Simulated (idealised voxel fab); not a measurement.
Presented below is a process module, voxel transistor to metal.
Square cell edge 5 nm, section width 210 nm, ID cut.
A cross-section is written here as square cells arranged in a grid, and it is given in bands from the top down, each band taking up one or more rows of cells. For a band, the entry starts with two heights in nm, that of the top and then that of the bottom, and carries on with the band's materials in order from left to right, each alongside its width in nm; the word "throughout" beside a single material means it fills the band edge to edge, and "air" means empty space. Where do heights start? At 0: under that level the wafer as delivered is made of one material only. And the lowest band has no floor; it just carries on downward, as in "z 0 and below". With a width like "30->40", each row of cells in the band differs from the next by the same amount, the top row carrying the first number and the bottom row the second. "left unchanged" means the step left every cell of the cross-section as it was. What "Enclosed void inventory" gives you is every empty space of 8 cells or more that is cut off from the top. Each appears as width x height at distance, with the distance taken from the left edge and width, height and distance all in nm. Past the settings on a step's line: simulator remark, on that step. For masked steps, "overlay nm" on the step line gives how far right of plan the mask actually lay; a minus sign means it lay to the left.

THE PROCESS STEPS THAT WERE PLANNED ARE LISTED BELOW
1. RECEIVE,material Si
2. CONFORMAL_DEP,material SiO2,thk nm 5
3. CONFORMAL_DEP,material SiN,thk nm 10
4. DIRECTIONAL_DEP,material aC,thk nm 10
5. PATTERN,tone cover,mask id ACTIVE,material resist,width nm 105,thk nm 25,overlay nm 0
6. DIRECTIONAL_ETCH,etch materials aC,depth nm 10
7. STRIP,etch materials resist
8. DIRECTIONAL_ETCH,etch materials SiN,depth nm 10
9. DIRECTIONAL_ETCH,etch materials SiO2,depth nm 5
10. DIRECTIONAL_ETCH,etch materials Si,depth nm 30
11. STRIP,etch materials aC
12. FILL_DEP,material SiO2,thk nm 15
13. CMP,height nm 15
14. SELECTIVE_ETCH,etch materials SiO2,depth nm 5
15. STRIP,etch materials SiN
16. SELECTIVE_ETCH,etch materials SiO2,depth nm 5
17. OXIDIZE,depth nm 5
18. DIRECTIONAL_DEP,material polySi,thk nm 20
19. DIRECTIONAL_DEP,material SiCN,thk nm 10
20. DIRECTIONAL_DEP,material aC,thk nm 10
21. PATTERN,tone cover,mask id GATE,material resist,width nm 15,thk nm 30,overlay nm 0
22. DIRECTIONAL_ETCH,etch materials aC,depth nm 10
23. STRIP,etch materials resist
24. DIRECTIONAL_ETCH,etch materials SiCN,depth nm 20
25. DIRECTIONAL_ETCH,etch materials polySi,depth nm 30
26. STRIP,etch materials aC
27. CONFORMAL_DEP,material SiN,thk nm 5
28. DIRECTIONAL_ETCH,etch materials SiN,depth nm 5
29. DIRECTIONAL_ETCH,etch materials SiO2,depth nm 5
30. EPI,material pSi,thk nm 5
31. FILL_DEP,material SiO2,thk nm 10
32. CMP,height nm 30
33. DIRECTIONAL_DEP,material SiO2,thk nm 15
34. PATTERN,tone open,mask id CONTACT,material resist,width nm 30,pitch nm 55,thk nm 20,overlay nm 0
35. DIRECTIONAL_ETCH,etch materials SiO2,depth nm 45
36. STRIP,etch materials resist
37. CONFORMAL_DEP,material TiN,thk nm 5
38. FILL_DEP,material W,thk nm 5
39. CMP,height nm 45
40. DIRECTIONAL_DEP,material TiN,thk nm 5
41. DIRECTIONAL_DEP,material W,thk nm 25
42. DIRECTIONAL_DEP,material aC,thk nm 15
43. PATTERN,tone cover,mask id METAL_1,material resist,width nm 15,pitch nm 70,thk nm 35,overlay nm 0
44. DIRECTIONAL_ETCH,etch materials aC,depth nm 15
45. STRIP,etch materials resist
46. DIRECTIONAL_ETCH,etch materials W,depth nm 25
47. DIRECTIONAL_ETCH,etch materials TiN,depth nm 5
48. STRIP,etch materials aC
49. FILL_DEP,material SiO2,thk nm 10
50. CMP,height nm 75
51. CONFORMAL_DEP,material SiN,thk nm 5

CROSS-SECTION OF THE WAFER UPON ARRIVAL, REPRESENTING THE STATE REACHED AFTER STEP 1
    z 0 and below  Si throughout
    Enclosed void inventory: none

CROSS-SECTION: FIRST OF TWO WAFERS, MODULE FINISHED, RUN ACCORDING TO PLAN
    z 80 to 75  SiN throughout
    z 75 to 50  60 of SiO2 / 15 of W / 55 of SiO2 / 15 of W / 65 of SiO2
    z 50 to 45  60 of SiO2 / 15 of TiN / 55 of SiO2 / 15 of TiN / 65 of SiO2
    z 45 to 30  60 of SiO2 / 5 of TiN / 20 of W / 5 of TiN / 25 of SiO2 / 5 of TiN / 20 of W / 5 of TiN / 65 of SiO2
    z 30 to 20  60 of SiO2 / 5 of TiN / 20 of W / 5 of TiN / 5 of SiN / 15 of SiCN / 5 of SiN / 5 of TiN / 20 of W / 5 of TiN / 65 of SiO2
    z 20 to 5  60 of SiO2 / 5 of TiN / 20 of W / 5 of TiN / 5 of SiN / 15 of polySi / 5 of SiN / 5 of TiN / 20 of W / 5 of TiN / 65 of SiO2
    z 5 to 0  45 of SiO2 / 5 of SiN / 10 of SiO2 / 30 of TiN / 5 of SiN / 15 of polySi / 5 of SiN / 30 of TiN / 10 of SiO2 / 5 of SiN / 50 of SiO2
    z 0 to -5  50 of SiO2 / 40 of pSi / 25 of SiO2 / 40 of pSi / 55 of SiO2
    z -5 to -30  50 of SiO2 / 105 of Si / 55 of SiO2
    z -30 and below  Si throughout
    Enclosed void inventory: none

NOW THE SECOND WAFER, CROSS-SECTIONED AT THE END OF THE MODULE. NOTHING DIFFERENT AT THE START, NOTHING DIFFERENT IN THE PLAN COMPARED WITH THE FIRST, JUST ONE MISTAKE WHEN IT WAS ACTUALLY RUN
    z 80 to 75  SiN throughout
    z 75 to 50  60 of SiO2 / 15 of W / 55 of SiO2 / 15 of W / 65 of SiO2
    z 50 to 45  60 of SiO2 / 15 of TiN / 55 of SiO2 / 15 of TiN / 65 of SiO2
    z 45 to 30  60 of SiO2 / 5 of TiN / 20 of W / 5 of TiN / 25 of SiO2 / 5 of TiN / 20 of W / 5 of TiN / 65 of SiO2
    z 30 to 20  60 of SiO2 / 5 of TiN / 20 of W / 5 of TiN / 5 of SiN / 15 of SiCN / 5 of SiN / 5 of TiN / 20 of W / 5 of TiN / 65 of SiO2
    z 20 to 5  60 of SiO2 / 5 of TiN / 20 of W / 5 of TiN / 5 of SiN / 15 of polySi / 5 of SiN / 5 of TiN / 20 of W / 5 of TiN / 65 of SiO2
    z 5 to 0  40 of SiO2 / 5 of SiN / 15 of SiO2 / 30 of TiN / 5 of SiN / 15 of polySi / 5 of SiN / 30 of TiN / 15 of SiO2 / 5 of SiN / 45 of SiO2
    z 0 to -5  40 of SiO2 / 10 of SiN / 40 of pSi / 25 of SiO2 / 40 of pSi / 10 of SiN / 45 of SiO2
    z -5 to -10  55 of SiO2 / 95 of Si / 60 of SiO2
    z -10 to -30  50 of SiO2 / 105 of Si / 55 of SiO2
    z -30 and below  Si throughout
    Enclosed void inventory: none
Nonconformance to the process plan: so 14 and 15 got swapped relative to the plan, each ran where the other was supposed to
Final cells, second wafer relative to first, materials higher or lower: 2 fewer of Si, 4 more of SiN, 2 fewer of SiO2
